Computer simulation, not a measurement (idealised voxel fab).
process module | voxel self aligned contacts
cross-section cut | 245 nm wide | cells 5 nm
A cross-section is a grid of square cells, given in bands from the top down. A band is one or more rows of cells.
Each band's line starts with the height of the band's top and of its bottom, in nm. Then come its materials from left to right, each with its width in nm. One material with "throughout" fills the band from edge to edge. "air" is empty space.
Height 0 is the level under which the wafer as received is all one material. The lowest band goes on downwards, as in "0 down".
A width such as "30 to 40" changes by the same amount from each row of cells to the next, from the band's top row to its bottom row.
"no change" after a step means that no cell of the cross-section changed.
closed voids: empty space of 8 cells or more with no open way to the top, each as width x height at its distance from the left edge, in nm
after a step's settings: what the simulator itself notes on the step
overlay nm, on a step with a mask: how far to the right of its planned place the mask lay; to the left if negative
plan
1 op RECEIVE | material Si
2 op OXIDIZE | depth nm 5
3 op DIRECTIONAL_DEP | material polySi | thk nm 30
4 op DIRECTIONAL_DEP | material SiN | thk nm 20
5 op DIRECTIONAL_DEP | material aC | thk nm 10
6 op PATTERN | tone cover | mask id GATE | material resist | width nm 35 | pitch nm 80 | thk nm 30 | overlay nm 0
7 op DIRECTIONAL_ETCH | etch materials aC | depth nm 10
8 op STRIP | etch materials resist
9 op DIRECTIONAL_ETCH | etch materials SiN | depth nm 20
10 op DIRECTIONAL_ETCH | etch materials polySi | depth nm 30
11 op STRIP | etch materials aC
12 op CONFORMAL_DEP | material SiN | thk nm 10
13 op DIRECTIONAL_ETCH | etch materials SiN | depth nm 10
14 op FILL_DEP | material SiO2 | thk nm 10
15 op CMP | height nm 55
16 op MASKED_ETCH | tone open | mask id CONTACT | width nm 55 | etch materials SiO2 | depth nm 60 | overlay nm 0
17 op CONFORMAL_DEP | material TiN | thk nm 5
18 op FILL_DEP | material Ru | thk nm 5
19 op CMP | height nm 55
20 op CONFORMAL_DEP | material SiN | thk nm 5
as received, after step 1
  0 down: Si throughout
  closed voids: none
first wafer at the end, as planned
  60 to 55: SiN throughout
  55 to 50: SiO2 95 | TiN 20 | Ru 15 | TiN 20 | SiO2 95
  50 to 30: SiO2 55 | SiN 55 | TiN 5 | Ru 15 | TiN 5 | SiN 55 | SiO2 55
  30 to 0: SiO2 55 | SiN 10 | polySi 35 | SiN 10 | TiN 5 | Ru 15 | TiN 5 | SiN 10 | polySi 35 | SiN 10 | SiO2 55
  0 to -5: SiO2 110 | TiN 25 | SiO2 110
  -5 down: Si throughout
  closed voids: none
second wafer at the end: like start, like plan, one mistake
  60 to 55: SiN throughout
  55 to 50: SiO2 95 | TiN 25 | Ru 10 | TiN 20 | SiO2 95
  50 to 30: SiO2 55 | SiN 60 | TiN 5 | Ru 10 | TiN 5 | SiN 60 | SiO2 50
  30 to 0: SiO2 55 | SiN 10 | polySi 40 | SiN 10 | TiN 5 | Ru 10 | TiN 5 | SiN 10 | polySi 40 | SiN 10 | SiO2 50
  0 to -5: SiO2 115 | TiN 20 | SiO2 110
  -5 down: Si throughout
  closed voids: none
what went wrong: step 6 ran as: op PATTERN | tone cover | mask id GATE | material resist | width nm 40 | pitch nm 80 | thk nm 30 | overlay nm 0
at the end the second wafer has, in cells: 11 fewer of Ru | 8 more of SiN | 9 fewer of SiO2 | 12 more of polySi
